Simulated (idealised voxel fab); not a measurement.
Process module name: voxel wiring stack
This is section cut - it's 255 nm across, gridded in 5 nm square cells.
Format of a cross-section: grid, square cells. Given as bands. Order: top down. Band: one or more rows of cells.
Top, bottom (nm), then materials left to right with widths (nm); lone material tagged "all across" fills the whole band edge to edge; "air" = empty space.
For the purposes of this specification, 0 denotes the height below which the wafer in its as-received condition is composed wholly of one material, and the lowermost band, lacking a lower limit, extends downward without end, as expressed in "z 0 and below".
You'd read "30 to 40" like this: the band's top row of cells is as wide as the first number, its bottom row is as wide as the second, and going down, every row changes width by the same amount as the row before did.
Given "nothing altered" for a step, no cell of the cross-section differs between before and after that step.
"Voids, sealed" means: voids of 8 cells or more that are shut off from the top with no open way through. Written width x height at distance, distance from the left edge, in nm.
Anything after a step's settings on that line? It's the simulator's own note about the step.
Each step line may optionally specify "overlay nm", which for a step with a mask gives the rightward distance between the mask's planned place and where it lay, a negative value indicating the leftward direction.

-- Below is the list of planned process steps
1,RECEIVE [material Si]
2,CONFORMAL_DEP [material SiO2] [thk nm 15]
3,CONFORMAL_DEP [material SiN] [thk nm 5]
4,DIRECTIONAL_DEP [material SiO2] [thk nm 15]
5,DIRECTIONAL_DEP [material aC] [thk nm 15]
6,PATTERN [tone open] [mask id METAL_1] [material resist] [width nm 20] [pitch nm 35] [thk nm 35] [overlay nm 0]
7,DIRECTIONAL_ETCH [etch materials aC] [depth nm 15]
8,STRIP [etch materials resist]
9,DIRECTIONAL_ETCH [etch materials SiO2] [depth nm 15]
10,DIRECTIONAL_ETCH [etch materials SiN] [depth nm 5]
11,STRIP [etch materials aC]
12,CONFORMAL_DEP [material TiN] [thk nm 5]
13,FILL_DEP [material W] [thk nm 10]
14,CMP [height nm 35]
15,CONFORMAL_DEP [material SiCN] [thk nm 5]
16,DIRECTIONAL_DEP [material SiO2] [thk nm 15]
17,PATTERN [tone open] [mask id PLUG_1] [material resist] [width nm 15] [pitch nm 70] [thk nm 20] [overlay nm 0]
18,DIRECTIONAL_ETCH [etch materials SiO2] [depth nm 15]
19,DIRECTIONAL_ETCH [etch materials SiCN] [depth nm 5]
20,STRIP [etch materials resist]
21,CONFORMAL_DEP [material TiN] [thk nm 5]
22,FILL_DEP [material Ru] [thk nm 10]
23,CMP [height nm 55]
24,DIRECTIONAL_DEP [material TiN] [thk nm 5]
25,DIRECTIONAL_DEP [material Ru] [thk nm 15]
26,MASKED_ETCH [tone cover] [mask id METAL_2] [width nm 20] [pitch nm 35] [etch materials Ru] [depth nm 15] [overlay nm 0]
27,MASKED_ETCH [tone cover] [mask id METAL_2] [width nm 20] [pitch nm 35] [etch materials TiN] [depth nm 5] [overlay nm 0]
28,FILL_DEP [material SiO2] [thk nm 5]
29,CMP [height nm 75]
30,CONFORMAL_DEP [material SiCN] [thk nm 5]
31,DIRECTIONAL_DEP [material SiO2] [thk nm 30]
32,DIRECTIONAL_DEP [material aC] [thk nm 10]
33,PATTERN [tone open] [mask id METAL_3] [material resist] [width nm 20] [pitch nm 35] [thk nm 30] [overlay nm 0]
34,DIRECTIONAL_ETCH [etch materials aC] [depth nm 10]
35,STRIP [etch materials resist]
36,DIRECTIONAL_ETCH [etch materials SiO2] [depth nm 20]
37,STRIP [etch materials aC]
38,PATTERN [tone open] [mask id METAL_3_HOLES] [material resist] [width nm 15] [pitch nm 70] [thk nm 20] [overlay nm 0]
39,DIRECTIONAL_ETCH [etch materials SiO2] [depth nm 10]
40,DIRECTIONAL_ETCH [etch materials SiCN] [depth nm 5]
41,STRIP [etch materials resist]
42,CONFORMAL_DEP [material TiN] [thk nm 5]
43,FILL_DEP [material Cu] [thk nm 5]
44,CMP [height nm 110]
45,CONFORMAL_DEP [material SiN] [thk nm 5]

-- The first wafer of two, processed as planned

-- As-received wafer cross-section (after step 1)
* z 0 and below: Si all across
* Voids, sealed: none

-- Cross-sectional representation of the wafer at the conclusion of step 2
* z 15 to 0: SiO2 all across
* Heights below 0 show no change.

-- Cross-sectional representation of the wafer at the conclusion of step 3
* z 20 to 15: SiN all across
* Heights below 15 show no change.

-- Cross-sectional representation of the wafer at the conclusion of step 4
* z 35 to 20: SiO2 all across
* Heights below 20 show no change.

-- Cross-sectional representation of the wafer at the conclusion of step 5
* z 50 to 35: aC all across
* Heights below 35 show no change.

-- Cross-sectional representation of the wafer at the conclusion of step 6
* z 85 to 50: resist=65  air=20  resist=15  air=20  resist=15  air=20  resist=15  air=20  resist=65
* Heights below 50 show no change.

-- Cross-sectional representation of the wafer at the conclusion of step 7
* z 70 to 50: resist=65  air=20  resist=15  air=20  resist=15  air=20  resist=15  air=20  resist=65
* z 50 to 35: aC=65  air=20  aC=15  air=20  aC=15  air=20  aC=15  air=20  aC=65
* Heights below 35 show no change.

-- Cross-sectional representation of the wafer at the conclusion of step 8
* z 50 to 35: aC=65  air=20  aC=15  air=20  aC=15  air=20  aC=15  air=20  aC=65
* Heights below 35 show no change.

-- Cross-sectional representation of the wafer at the conclusion of step 9
* z 50 to 35: aC=65  air=20  aC=15  air=20  aC=15  air=20  aC=15  air=20  aC=65
* z 35 to 20: SiO2=65  air=20  SiO2=15  air=20  SiO2=15  air=20  SiO2=15  air=20  SiO2=65
* Heights below 20 show no change.

-- Cross-sectional representation of the wafer at the conclusion of step 10
* z 50 to 35: aC=65  air=20  aC=15  air=20  aC=15  air=20  aC=15  air=20  aC=65
* z 35 to 20: SiO2=65  air=20  SiO2=15  air=20  SiO2=15  air=20  SiO2=15  air=20  SiO2=65
* z 20 to 15: SiN=65  air=20  SiN=15  air=20  SiN=15  air=20  SiN=15  air=20  SiN=65
* Heights below 15 show no change.

-- Cross-sectional representation of the wafer at the conclusion of step 11
* z 35 to 20: SiO2=65  air=20  SiO2=15  air=20  SiO2=15  air=20  SiO2=15  air=20  SiO2=65
* Heights below 20 show no change.

-- Cross-sectional representation of the wafer at the conclusion of step 12
* z 40 to 35: TiN=70  air=10  TiN=25  air=10  TiN=25  air=10  TiN=25  air=10  TiN=70
* z 35 to 20: SiO2=65  TiN=5  air=10  TiN=5  SiO2=15  TiN=5  air=10  TiN=5  SiO2=15  TiN=5  air=10  TiN=5  SiO2=15  TiN=5  air=10  TiN=5  SiO2=65
* z 20 to 15: SiN=65  TiN=20  SiN=15  TiN=20  SiN=15  TiN=20  SiN=15  TiN=20  SiN=65
* Heights below 15 show no change.

-- Cross-sectional representation of the wafer at the conclusion of step 13
* z 50 to 40: W all across
* z 40 to 35: TiN=70  W=10  TiN=25  W=10  TiN=25  W=10  TiN=25  W=10  TiN=70
* z 35 to 20: SiO2=65  TiN=5  W=10  TiN=5  SiO2=15  TiN=5  W=10  TiN=5  SiO2=15  TiN=5  W=10  TiN=5  SiO2=15  TiN=5  W=10  TiN=5  SiO2=65
* Heights below 20 show no change.

-- Cross-sectional representation of the wafer at the conclusion of step 14
* z 35 to 20: SiO2=65  TiN=5  W=10  TiN=5  SiO2=15  TiN=5  W=10  TiN=5  SiO2=15  TiN=5  W=10  TiN=5  SiO2=15  TiN=5  W=10  TiN=5  SiO2=65
* Heights below 20 show no change.

-- Cross-sectional representation of the wafer at the conclusion of step 15
* z 40 to 35: SiCN all across
* Heights below 35 show no change.

-- Cross-sectional representation of the wafer at the conclusion of step 16
* z 55 to 40: SiO2 all across
* Heights below 40 show no change.

-- Cross-sectional representation of the wafer at the conclusion of step 17
* z 75 to 55: resist=65  air=15  resist=55  air=15  resist=105
* Heights below 55 show no change.

-- Cross-sectional representation of the wafer at the conclusion of step 18
* z 75 to 55: resist=65  air=15  resist=55  air=15  resist=105
* z 55 to 40: SiO2=65  air=15  SiO2=55  air=15  SiO2=105
* Heights below 40 show no change.

-- Cross-sectional representation of the wafer at the conclusion of step 19
* z 75 to 55: resist=65  air=15  resist=55  air=15  resist=105
* z 55 to 40: SiO2=65  air=15  SiO2=55  air=15  SiO2=105
* z 40 to 35: SiCN=65  air=15  SiCN=55  air=15  SiCN=105
* Heights below 35 show no change.

-- Cross-sectional representation of the wafer at the conclusion of step 20
* z 55 to 40: SiO2=65  air=15  SiO2=55  air=15  SiO2=105
* Heights below 40 show no change.

-- Cross-sectional representation of the wafer at the conclusion of step 21
* z 60 to 55: TiN=70  air=5  TiN=65  air=5  TiN=110
* z 55 to 40: SiO2=65  TiN=5  air=5  TiN=5  SiO2=55  TiN=5  air=5  TiN=5  SiO2=105
* z 40 to 35: SiCN=65  TiN=15  SiCN=55  TiN=15  SiCN=105
* Heights below 35 show no change.

-- Cross-sectional representation of the wafer at the conclusion of step 22
* z 70 to 60: Ru all across
* z 60 to 55: TiN=70  Ru=5  TiN=65  Ru=5  TiN=110
* z 55 to 40: SiO2=65  TiN=5  Ru=5  TiN=5  SiO2=55  TiN=5  Ru=5  TiN=5  SiO2=105
* Heights below 40 show no change.

-- Cross-sectional representation of the wafer at the conclusion of step 23
* z 55 to 40: SiO2=65  TiN=5  Ru=5  TiN=5  SiO2=55  TiN=5  Ru=5  TiN=5  SiO2=105
* Heights below 40 show no change.

-- Cross-sectional representation of the wafer at the conclusion of step 24
* z 60 to 55: TiN all across
* Heights below 55 show no change.

-- Cross-sectional representation of the wafer at the conclusion of step 25
* z 75 to 60: Ru all across
* Heights below 60 show no change.

-- Cross-sectional representation of the wafer at the conclusion of step 26
* z 75 to 60: air=65  Ru=20  air=15  Ru=20  air=15  Ru=20  air=15  Ru=20  air=65
* Heights below 60 show no change.

-- Cross-sectional representation of the wafer at the conclusion of step 27
* z 75 to 60: air=65  Ru=20  air=15  Ru=20  air=15  Ru=20  air=15  Ru=20  air=65
* z 60 to 55: air=65  TiN=20  air=15  TiN=20  air=15  TiN=20  air=15  TiN=20  air=65
* Heights below 55 show no change.

-- Cross-sectional representation of the wafer at the conclusion of step 28
* z 80 to 75: SiO2 all across
* z 75 to 60: SiO2=65  Ru=20  SiO2=15  Ru=20  SiO2=15  Ru=20  SiO2=15  Ru=20  SiO2=65
* z 60 to 55: SiO2=65  TiN=20  SiO2=15  TiN=20  SiO2=15  TiN=20  SiO2=15  TiN=20  SiO2=65
* Heights below 55 show no change.

-- Cross-sectional representation of the wafer at the conclusion of step 29
* z 75 to 60: SiO2=65  Ru=20  SiO2=15  Ru=20  SiO2=15  Ru=20  SiO2=15  Ru=20  SiO2=65
* Heights below 60 show no change.

-- Cross-sectional representation of the wafer at the conclusion of step 30
* z 80 to 75: SiCN all across
* Heights below 75 show no change.

-- Cross-sectional representation of the wafer at the conclusion of step 31
* z 110 to 80: SiO2 all across
* Heights below 80 show no change.

-- Cross-sectional representation of the wafer at the conclusion of step 32
* z 120 to 110: aC all across
* Heights below 110 show no change.

-- Cross-sectional representation of the wafer at the conclusion of step 33
* z 150 to 120: resist=65  air=20  resist=15  air=20  resist=15  air=20  resist=15  air=20  resist=65
* Heights below 120 show no change.

-- Cross-sectional representation of the wafer at the conclusion of step 34
* z 140 to 120: resist=65  air=20  resist=15  air=20  resist=15  air=20  resist=15  air=20  resist=65
* z 120 to 110: aC=65  air=20  aC=15  air=20  aC=15  air=20  aC=15  air=20  aC=65
* Heights below 110 show no change.

-- Cross-sectional representation of the wafer at the conclusion of step 35
* z 120 to 110: aC=65  air=20  aC=15  air=20  aC=15  air=20  aC=15  air=20  aC=65
* Heights below 110 show no change.

-- Cross-sectional representation of the wafer at the conclusion of step 36
* z 120 to 110: aC=65  air=20  aC=15  air=20  aC=15  air=20  aC=15  air=20  aC=65
* z 110 to 90: SiO2=65  air=20  SiO2=15  air=20  SiO2=15  air=20  SiO2=15  air=20  SiO2=65
* Heights below 90 show no change.

-- Cross-sectional representation of the wafer at the conclusion of step 37
* z 110 to 90: SiO2=65  air=20  SiO2=15  air=20  SiO2=15  air=20  SiO2=15  air=20  SiO2=65
* Heights below 90 show no change.

-- Cross-sectional representation of the wafer at the conclusion of step 38
* z 130 to 110: resist=65  air=15  resist=55  air=15  resist=105
* z 110 to 90: SiO2=65  air=15  resist=5  SiO2=15  resist=20  SiO2=15  air=15  resist=5  SiO2=15  resist=20  SiO2=65
* Heights below 90 show no change.

-- Cross-sectional representation of the wafer at the conclusion of step 39
* z 130 to 110: resist=65  air=15  resist=55  air=15  resist=105
* z 110 to 90: SiO2=65  air=15  resist=5  SiO2=15  resist=20  SiO2=15  air=15  resist=5  SiO2=15  resist=20  SiO2=65
* z 90 to 80: SiO2=65  air=15  SiO2=55  air=15  SiO2=105
* Heights below 80 show no change.

-- Cross-sectional representation of the wafer at the conclusion of step 40
* z 130 to 110: resist=65  air=15  resist=55  air=15  resist=105
* z 110 to 90: SiO2=65  air=15  resist=5  SiO2=15  resist=20  SiO2=15  air=15  resist=5  SiO2=15  resist=20  SiO2=65
* z 90 to 80: SiO2=65  air=15  SiO2=55  air=15  SiO2=105
* z 80 to 75: SiCN=65  air=15  SiCN=55  air=15  SiCN=105
* Heights below 75 show no change.

-- Cross-sectional representation of the wafer at the conclusion of step 41
* z 110 to 90: SiO2=65  air=20  SiO2=15  air=20  SiO2=15  air=20  SiO2=15  air=20  SiO2=65
* Heights below 90 show no change.

-- Cross-sectional representation of the wafer at the conclusion of step 42
* z 115 to 110: TiN=70  air=10  TiN=25  air=10  TiN=25  air=10  TiN=25  air=10  TiN=70
* z 110 to 95: SiO2=65  TiN=5  air=10  TiN=5  SiO2=15  TiN=5  air=10  TiN=5  SiO2=15  TiN=5  air=10  TiN=5  SiO2=15  TiN=5  air=10  TiN=5  SiO2=65
* z 95 to 90: SiO2=65  TiN=5  air=5  TiN=10  SiO2=15  TiN=20  SiO2=15  TiN=5  air=5  TiN=10  SiO2=15  TiN=20  SiO2=65
* z 90 to 80: SiO2=65  TiN=5  air=5  TiN=5  SiO2=55  TiN=5  air=5  TiN=5  SiO2=105
* z 80 to 75: SiCN=65  TiN=15  SiCN=55  TiN=15  SiCN=105
* Heights below 75 show no change.

-- Cross-sectional representation of the wafer at the conclusion of step 43
* z 120 to 115: Cu all across
* z 115 to 110: TiN=70  Cu=10  TiN=25  Cu=10  TiN=25  Cu=10  TiN=25  Cu=10  TiN=70
* z 110 to 95: SiO2=65  TiN=5  Cu=10  TiN=5  SiO2=15  TiN=5  Cu=10  TiN=5  SiO2=15  TiN=5  Cu=10  TiN=5  SiO2=15  TiN=5  Cu=10  TiN=5  SiO2=65
* z 95 to 90: SiO2=65  TiN=5  Cu=5  TiN=10  SiO2=15  TiN=20  SiO2=15  TiN=5  Cu=5  TiN=10  SiO2=15  TiN=20  SiO2=65
* z 90 to 80: SiO2=65  TiN=5  Cu=5  TiN=5  SiO2=55  TiN=5  Cu=5  TiN=5  SiO2=105
* Heights below 80 show no change.

-- Cross-sectional representation of the wafer at the conclusion of step 44
* z 110 to 95: SiO2=65  TiN=5  Cu=10  TiN=5  SiO2=15  TiN=5  Cu=10  TiN=5  SiO2=15  TiN=5  Cu=10  TiN=5  SiO2=15  TiN=5  Cu=10  TiN=5  SiO2=65
* Heights below 95 show no change.

-- Cross-sectional representation of the wafer at the conclusion of step 45
* z 115 to 110: SiN all across
* Heights below 110 show no change.

-- Second wafer - shared start and plan with the first - one error in running - same as the first up to step 37 inclusive

-- Cross-section, second wafer, at the end time the plan gives for step 38
* z 130 to 110: resist=65  air=20  resist=50  air=20  resist=100
* z 110 to 90: SiO2=65  air=20  SiO2=15  resist=20  SiO2=15  air=20  SiO2=15  resist=20  SiO2=65
* Heights below 90 show no change.

-- Cross-section, second wafer, at the end time the plan gives for step 39
* z 130 to 110: resist=65  air=20  resist=50  air=20  resist=100
* z 110 to 90: SiO2=65  air=20  SiO2=15  resist=20  SiO2=15  air=20  SiO2=15  resist=20  SiO2=65
* z 90 to 80: SiO2=65  air=20  SiO2=50  air=20  SiO2=100
* Heights below 80 show no change.

-- Cross-section, second wafer, at the end time the plan gives for step 40
* z 130 to 110: resist=65  air=20  resist=50  air=20  resist=100
* z 110 to 90: SiO2=65  air=20  SiO2=15  resist=20  SiO2=15  air=20  SiO2=15  resist=20  SiO2=65
* z 90 to 80: SiO2=65  air=20  SiO2=50  air=20  SiO2=100
* z 80 to 75: SiCN=65  air=20  SiCN=50  air=20  SiCN=100
* Heights below 75 show no change.

-- Cross-section, second wafer, at the end time the plan gives for step 41
* z 110 to 90: SiO2=65  air=20  SiO2=15  air=20  SiO2=15  air=20  SiO2=15  air=20  SiO2=65
* Heights below 90 show no change.

-- Cross-section, second wafer, at the end time the plan gives for step 42
* z 115 to 110: TiN=70  air=10  TiN=25  air=10  TiN=25  air=10  TiN=25  air=10  TiN=70
* z 110 to 95: SiO2=65  TiN=5  air=10  TiN=5  SiO2=15  TiN=5  air=10  TiN=5  SiO2=15  TiN=5  air=10  TiN=5  SiO2=15  TiN=5  air=10  TiN=5  SiO2=65
* z 95 to 90: SiO2=65  TiN=5  air=10  TiN=5  SiO2=15  TiN=20  SiO2=15  TiN=5  air=10  TiN=5  SiO2=15  TiN=20  SiO2=65
* z 90 to 80: SiO2=65  TiN=5  air=10  TiN=5  SiO2=50  TiN=5  air=10  TiN=5  SiO2=100
* z 80 to 75: SiCN=65  TiN=20  SiCN=50  TiN=20  SiCN=100
* Heights below 75 show no change.

-- Cross-section, second wafer, at the end time the plan gives for step 43
* z 120 to 115: Cu all across
* z 115 to 110: TiN=70  Cu=10  TiN=25  Cu=10  TiN=25  Cu=10  TiN=25  Cu=10  TiN=70
* z 110 to 95: SiO2=65  TiN=5  Cu=10  TiN=5  SiO2=15  TiN=5  Cu=10  TiN=5  SiO2=15  TiN=5  Cu=10  TiN=5  SiO2=15  TiN=5  Cu=10  TiN=5  SiO2=65
* z 95 to 90: SiO2=65  TiN=5  Cu=10  TiN=5  SiO2=15  TiN=20  SiO2=15  TiN=5  Cu=10  TiN=5  SiO2=15  TiN=20  SiO2=65
* z 90 to 80: SiO2=65  TiN=5  Cu=10  TiN=5  SiO2=50  TiN=5  Cu=10  TiN=5  SiO2=100
* Heights below 80 show no change.

-- Cross-section, second wafer, at the end time the plan gives for step 44
* z 110 to 95: SiO2=65  TiN=5  Cu=10  TiN=5  SiO2=15  TiN=5  Cu=10  TiN=5  SiO2=15  TiN=5  Cu=10  TiN=5  SiO2=15  TiN=5  Cu=10  TiN=5  SiO2=65
* Heights below 95 show no change.

-- Cross-section, second wafer, at the end time the plan gives for step 45
* z 115 to 110: SiN all across
* Heights below 110 show no change.
Error vs. plan: contrary to plan, step 38 was performed as PATTERN [tone open] [mask id METAL_3_HOLES] [material resist] [width nm 20] [pitch nm 70] [thk nm 20] [overlay nm 0]
Wafer comparison, final, in cells, second relative to first, materials more or fewer: +6 Cu | -2 SiCN | -4 SiO2
